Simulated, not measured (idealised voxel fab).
Documented hereafter: the process module known as voxel air gaps.
The figure presents cross-section cut, which has a width of 285 nm and is divided into square cells with an edge length of 5 nm.
In what follows, cross-sections appear as grids of square cells, described through bands that run from the top down, where every band is one or more rows of cells. Heads up on the band format: heights come first, top then bottom, in nm. After that it's the materials left to right, each with its width in nm. A single material flagged "full width" fills the whole band edge to edge, and "air" means there's empty space there. A quick word on heights: they are counted from 0, and under that level the wafer as it came to us is one material throughout. The lowest band is different from the rest in having no bottom; it simply continues downward, written as in "0..down". Width spec "30 to 40" -> top row of cells at first value, bottom row at second value, equal per-row change in between. Step marked "nothing got changed"? Then no cell in the cross-section changed in it. Basically, "Voids, sealed" tells you about the enclosed voids: empty spaces with no open way to the top, 8 cells or bigger, each written width x height at distance, where distance is from the left edge, all in nm. Where a step's line continues beyond its settings, the continuation is a remark by the simulator itself on that step. overlay nm: how far to the right of its planned place the mask lay on this masked step (negative: to the left).

Process steps - plan
- 1: RECEIVE: material Si
- 2: CONFORMAL_DEP: material SiO2, thk nm 10
- 3: CONFORMAL_DEP: material SiN, thk nm 5
- 4: DIRECTIONAL_DEP: material lowk, thk nm 30
- 5: MASKED_ETCH: tone open, mask id LINES, width nm 25, pitch nm 50, etch materials lowk, depth nm 30, overlay nm -15
- 6: CONFORMAL_DEP: material TiN, thk nm 5
- 7: FILL_DEP: material Ru, thk nm 5
- 8: CMP: height nm 45
- 9: EPI: material Ru, thk nm 10
- 10: SELECTIVE_ETCH: etch materials lowk, depth nm 40
- 11: CONFORMAL_DEP: material SiCN, thk nm 5
The wafers are alike at the start. At step 5, their overlay nm differs. The plan lists the first wafer's value.

Cross-section of the first of several wafers as received (after step 1)
    0..down = Si full width
    Voids, sealed: none

Cross-section after step 11, the final step of the module, for the first of several wafers
    60..55 = air 50; SiCN 155; air 80
    55..45 = air 50; SiCN 5; Ru 45; SiCN 5; Ru 45; SiCN 5; Ru 45; SiCN 5; air 80
    45..40 = air 50; SiCN 15; TiN 5; Ru 15; TiN 5; SiCN 25; TiN 5; Ru 15; TiN 5; SiCN 25; TiN 5; Ru 15; TiN 5; SiCN 15; air 80
    40..20 = air 60; SiCN 5; TiN 5; Ru 15; TiN 5; SiCN 5; air 15; SiCN 5; TiN 5; Ru 15; TiN 5; SiCN 5; air 15; SiCN 5; TiN 5; Ru 15; TiN 5; SiCN 5; air 90
    20..15 = SiCN 65; TiN 25; SiCN 25; TiN 25; SiCN 25; TiN 25; SiCN 95
    15..10 = SiN full width
    10..0 = SiO2 full width
    0..down = Si full width
    Voids, sealed: 15 x 20 at 95; 15 x 20 at 145

The module's end: a cross-section of the last wafer
    60..55 = air 80; SiCN 155; air 50
    55..45 = air 80; SiCN 5; Ru 45; SiCN 5; Ru 45; SiCN 5; Ru 45; SiCN 5; air 50
    45..40 = air 80; SiCN 15; TiN 5; Ru 15; TiN 5; SiCN 25; TiN 5; Ru 15; TiN 5; SiCN 25; TiN 5; Ru 15; TiN 5; SiCN 15; air 50
    40..20 = air 90; SiCN 5; TiN 5; Ru 15; TiN 5; SiCN 5; air 15; SiCN 5; TiN 5; Ru 15; TiN 5; SiCN 5; air 15; SiCN 5; TiN 5; Ru 15; TiN 5; SiCN 5; air 60
    20..15 = SiCN 95; TiN 25; SiCN 25; TiN 25; SiCN 25; TiN 25; SiCN 65
    15..10 = SiN full width
    10..0 = SiO2 full width
    0..down = Si full width
    Voids, sealed: 15 x 20 at 125; 15 x 20 at 175

Basically each wafer gets a line in the table, showing it at the end of the module: material by material, the cells it gained (+) or lost (-) since we got it, then its closed voids
overlay nm -15, +99 Ru, +121 SiCN, +57 SiN, +114 SiO2, +45 TiN, Voids, sealed: 15 x 20 at 95; 15 x 20 at 145
overlay nm -10, +99 Ru, +121 SiCN, +57 SiN, +114 SiO2, +45 TiN, Voids, sealed: 15 x 20 at 100; 15 x 20 at 150
overlay nm -5, +99 Ru, +121 SiCN, +57 SiN, +114 SiO2, +45 TiN, Voids, sealed: 15 x 20 at 105; 15 x 20 at 155
overlay nm 0, +99 Ru, +121 SiCN, +57 SiN, +114 SiO2, +45 TiN, Voids, sealed: 15 x 20 at 110; 15 x 20 at 160
overlay nm 5, +99 Ru, +121 SiCN, +57 SiN, +114 SiO2, +45 TiN, Voids, sealed: 15 x 20 at 115; 15 x 20 at 165
overlay nm 10, +99 Ru, +121 SiCN, +57 SiN, +114 SiO2, +45 TiN, Voids, sealed: 15 x 20 at 120; 15 x 20 at 170
overlay nm 15, +99 Ru, +121 SiCN, +57 SiN, +114 SiO2, +45 TiN, Voids, sealed: 15 x 20 at 125; 15 x 20 at 175
